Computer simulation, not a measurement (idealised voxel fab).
process module | voxel self aligned contacts
cross-section cut | 290 nm wide | cells 5 nm
A cross-section is a grid of square cells, given in bands from the top down. A band is one or more rows of cells.
Each band's line starts with the height of the band's top and of its bottom, in nm. Then come its materials from left to right, each with its width in nm. One material with "throughout" fills the band from edge to edge. "air" is empty space.
Height 0 is the level under which the wafer as received is all one material. The lowest band goes on downwards, as in "0 down".
A width such as "30 to 40" changes by the same amount from each row of cells to the next, from the band's top row to its bottom row.
"no change" after a step means that no cell of the cross-section changed.
closed voids: empty space of 8 cells or more with no open way to the top, each as width x height at its distance from the left edge, in nm
after a step's settings: what the simulator itself notes on the step
overlay nm, on a step with a mask: how far to the right of its planned place the mask lay; to the left if negative
plan
1 op RECEIVE | material Si
2 op CONFORMAL_DEP | material SiO2 | thk nm 5
3 op DIRECTIONAL_DEP | material polySi | thk nm 30
4 op DIRECTIONAL_DEP | material SiN | thk nm 20
5 op MASKED_ETCH | tone cover | mask id GATE | width nm 25 | pitch nm 60 | etch materials SiN | depth nm 20 | overlay nm 0
6 op MASKED_ETCH | tone cover | mask id GATE | width nm 25 | pitch nm 60 | etch materials polySi | depth nm 30 | overlay nm 0
7 op CONFORMAL_DEP | material SiN | thk nm 10
8 op DIRECTIONAL_ETCH | etch materials SiN | depth nm 10
9 op FILL_DEP | material SiO2 | thk nm 10
10 op CMP | height nm 60
11 op DIRECTIONAL_DEP | material aC | thk nm 15
12 op PATTERN | tone open | mask id CONTACT | material resist | width nm 45 | thk nm 35 | overlay nm 0
13 op DIRECTIONAL_ETCH | etch materials aC | depth nm 15
14 op STRIP | etch materials resist
15 op DIRECTIONAL_ETCH | etch materials SiO2 | depth nm 60
16 op STRIP | etch materials aC
17 op CONFORMAL_DEP | material TiN | thk nm 5
18 op FILL_DEP | material W | thk nm 5
19 op CMP | height nm 60
20 op CONFORMAL_DEP | material SiN | thk nm 5
as received, after step 1
  0 down: Si throughout
  closed voids: none
a wafer at the end: this start, this plan, one mistake
  65 to 60: SiN throughout
  60 to 55: SiO2 120 | TiN 20 | W 5 | TiN 20 | SiO2 125
  55 to 40: SiO2 90 | SiN 45 | TiN 5 | W 5 | TiN 5 | SiN 45 | SiO2 95
  40 to 35: SiO2 90 | SiN 45 | TiN 15 | SiN 45 | SiO2 95
  35 to 5: SiO2 80 | SiN 10 | polySi 35 | SiN 10 | TiN 5 | SiN 10 | polySi 35 | SiN 10 | SiO2 95
  5 to 0: SiO2 135 | TiN 5 | SiO2 150
  0 down: Si throughout
  closed voids: none
what went wrong: step 6 ran as: op MASKED_ETCH | tone cover | mask id GATE | width nm 25 | pitch nm 60 | etch materials polySi | depth nm 30 | overlay nm -10
